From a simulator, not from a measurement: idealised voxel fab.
process module | voxel spacer lines
cross-section cut | 220 nm wide | cells 5 nm
A cross-section is a grid of square cells, given in bands from the top down. A band is one or more rows of cells.
Each band's line starts with the height of the band's top and of its bottom, in nm. Then come its materials from left to right, each with its width in nm. One material with "throughout" fills the band from edge to edge. "air" is empty space.
Height 0 is the level under which the wafer as received is all one material. The lowest band goes on downwards, as in "0 down".
A width such as "30 to 40" changes by the same amount from each row of cells to the next, from the band's top row to its bottom row.
"no change" after a step means that no cell of the cross-section changed.
closed voids: empty space of 8 cells or more with no open way to the top, each as width x height at its distance from the left edge, in nm
after a step's settings: what the simulator itself notes on the step
overlay nm, on a step with a mask: how far to the right of its planned place the mask lay; to the left if negative
plan
1 op RECEIVE | material Si
2 op CONFORMAL_DEP | material Al2O3 | thk nm 10
3 op DIRECTIONAL_DEP | material TiN | thk nm 15
4 op DIRECTIONAL_DEP | material aC | thk nm 30
5 op PATTERN | tone cover | mask id MANDREL | material resist | width nm 25 | pitch nm 80 | thk nm 40 | overlay nm 0
6 op DIRECTIONAL_ETCH | etch materials aC | depth nm 30
7 op STRIP | etch materials resist
8 op CONFORMAL_DEP | material SiN | thk nm 15
9 op DIRECTIONAL_ETCH | etch materials SiN | depth nm 15
10 op STRIP | etch materials aC
11 op DIRECTIONAL_ETCH | etch materials TiN | depth nm 15
12 op STRIP | etch materials SiN
13 op FILL_DEP | material SiO2 | thk nm 10
14 op CMP | height nm 25
first wafer, as planned
as received, after step 1
  0 down: Si throughout
  closed voids: none
after step 2
  10 to 0: Al2O3 throughout
  below 0: unchanged
after step 3
  25 to 10: TiN throughout
  below 10: unchanged
after step 4
  55 to 25: aC throughout
  below 25: unchanged
after step 5
  95 to 55: air 15 | resist 25 | air 55 | resist 25 | air 55 | resist 25 | air 20
  below 55: unchanged
after step 6
  65 to 55: air 15 | resist 25 | air 55 | resist 25 | air 55 | resist 25 | air 20
  55 to 25: air 15 | aC 25 | air 55 | aC 25 | air 55 | aC 25 | air 20
  below 25: unchanged
after step 7
  55 to 25: air 15 | aC 25 | air 55 | aC 25 | air 55 | aC 25 | air 20
  below 25: unchanged
after step 8
  70 to 55: SiN 55 | air 25 | SiN 55 | air 25 | SiN 55 | air 5
  55 to 40: SiN 15 | aC 25 | SiN 15 | air 25 | SiN 15 | aC 25 | SiN 15 | air 25 | SiN 15 | aC 25 | SiN 15 | air 5
  40 to 25: SiN 15 | aC 25 | SiN 55 | aC 25 | SiN 55 | aC 25 | SiN 20
  below 25: unchanged
after step 9
  55 to 25: SiN 15 | aC 25 | SiN 15 | air 25 | SiN 15 | aC 25 | SiN 15 | air 25 | SiN 15 | aC 25 | SiN 15 | air 5
  below 25: unchanged
after step 10
  55 to 25: SiN 15 | air 25 | SiN 15 | air 25 | SiN 15 | air 25 | SiN 15 | air 25 | SiN 15 | air 25 | SiN 15 | air 5
  below 25: unchanged
after step 11
  55 to 25: SiN 15 | air 25 | SiN 15 | air 25 | SiN 15 | air 25 | SiN 15 | air 25 | SiN 15 | air 25 | SiN 15 | air 5
  25 to 10: TiN 15 | air 25 | TiN 15 | air 25 | TiN 15 | air 25 | TiN 15 | air 25 | TiN 15 | air 25 | TiN 15 | air 5
  below 10: unchanged
after step 12
  25 to 10: TiN 15 | air 25 | TiN 15 | air 25 | TiN 15 | air 25 | TiN 15 | air 25 | TiN 15 | air 25 | TiN 15 | air 5
  below 10: unchanged
after step 13
  35 to 25: SiO2 throughout
  25 to 10: TiN 15 | SiO2 25 | TiN 15 | SiO2 25 | TiN 15 | SiO2 25 | TiN 15 | SiO2 25 | TiN 15 | SiO2 25 | TiN 15 | SiO2 5
  below 10: unchanged
after step 14
  25 to 10: TiN 15 | SiO2 25 | TiN 15 | SiO2 25 | TiN 15 | SiO2 25 | TiN 15 | SiO2 25 | TiN 15 | SiO2 25 | TiN 15 | SiO2 5
  below 10: unchanged
second wafer: like start, like plan, one mistake. Through step 4 it matches the first wafer
when step 5 should have ended
  95 to 55: air 20 | resist 20 | air 60 | resist 20 | air 60 | resist 20 | air 20
  below 55: unchanged
when step 6 should have ended
  65 to 55: air 20 | resist 20 | air 60 | resist 20 | air 60 | resist 20 | air 20
  55 to 25: air 20 | aC 20 | air 60 | aC 20 | air 60 | aC 20 | air 20
  below 25: unchanged
when step 7 should have ended
  55 to 25: air 20 | aC 20 | air 60 | aC 20 | air 60 | aC 20 | air 20
  below 25: unchanged
when step 8 should have ended
  70 to 55: air 5 | SiN 50 | air 30 | SiN 50 | air 30 | SiN 50 | air 5
  55 to 40: air 5 | SiN 15 | aC 20 | SiN 15 | air 30 | SiN 15 | aC 20 | SiN 15 | air 30 | SiN 15 | aC 20 | SiN 15 | air 5
  40 to 25: SiN 20 | aC 20 | SiN 60 | aC 20 | SiN 60 | aC 20 | SiN 20
  below 25: unchanged
when step 9 should have ended
  55 to 25: air 5 | SiN 15 | aC 20 | SiN 15 | air 30 | SiN 15 | aC 20 | SiN 15 | air 30 | SiN 15 | aC 20 | SiN 15 | air 5
  below 25: unchanged
when step 10 should have ended
  55 to 25: air 5 | SiN 15 | air 20 | SiN 15 | air 30 | SiN 15 | air 20 | SiN 15 | air 30 | SiN 15 | air 20 | SiN 15 | air 5
  below 25: unchanged
when step 11 should have ended
  55 to 25: air 5 | SiN 15 | air 20 | SiN 15 | air 30 | SiN 15 | air 20 | SiN 15 | air 30 | SiN 15 | air 20 | SiN 15 | air 5
  25 to 10: air 5 | TiN 15 | air 20 | TiN 15 | air 30 | TiN 15 | air 20 | TiN 15 | air 30 | TiN 15 | air 20 | TiN 15 | air 5
  below 10: unchanged
when step 12 should have ended
  25 to 10: air 5 | TiN 15 | air 20 | TiN 15 | air 30 | TiN 15 | air 20 | TiN 15 | air 30 | TiN 15 | air 20 | TiN 15 | air 5
  below 10: unchanged
when step 13 should have ended
  35 to 25: SiO2 throughout
  25 to 10: SiO2 5 | TiN 15 | SiO2 20 | TiN 15 | SiO2 30 | TiN 15 | SiO2 20 | TiN 15 | SiO2 30 | TiN 15 | SiO2 20 | TiN 15 | SiO2 5
  below 10: unchanged
when step 14 should have ended
  25 to 10: SiO2 5 | TiN 15 | SiO2 20 | TiN 15 | SiO2 30 | TiN 15 | SiO2 20 | TiN 15 | SiO2 30 | TiN 15 | SiO2 20 | TiN 15 | SiO2 5
  below 10: unchanged
what went wrong: step 5 ran as: op PATTERN | tone cover | mask id MANDREL | material resist | width nm 20 | pitch nm 80 | thk nm 40 | overlay nm 0
at the end the second wafer has, in cells: as many of each material as the first, in other places
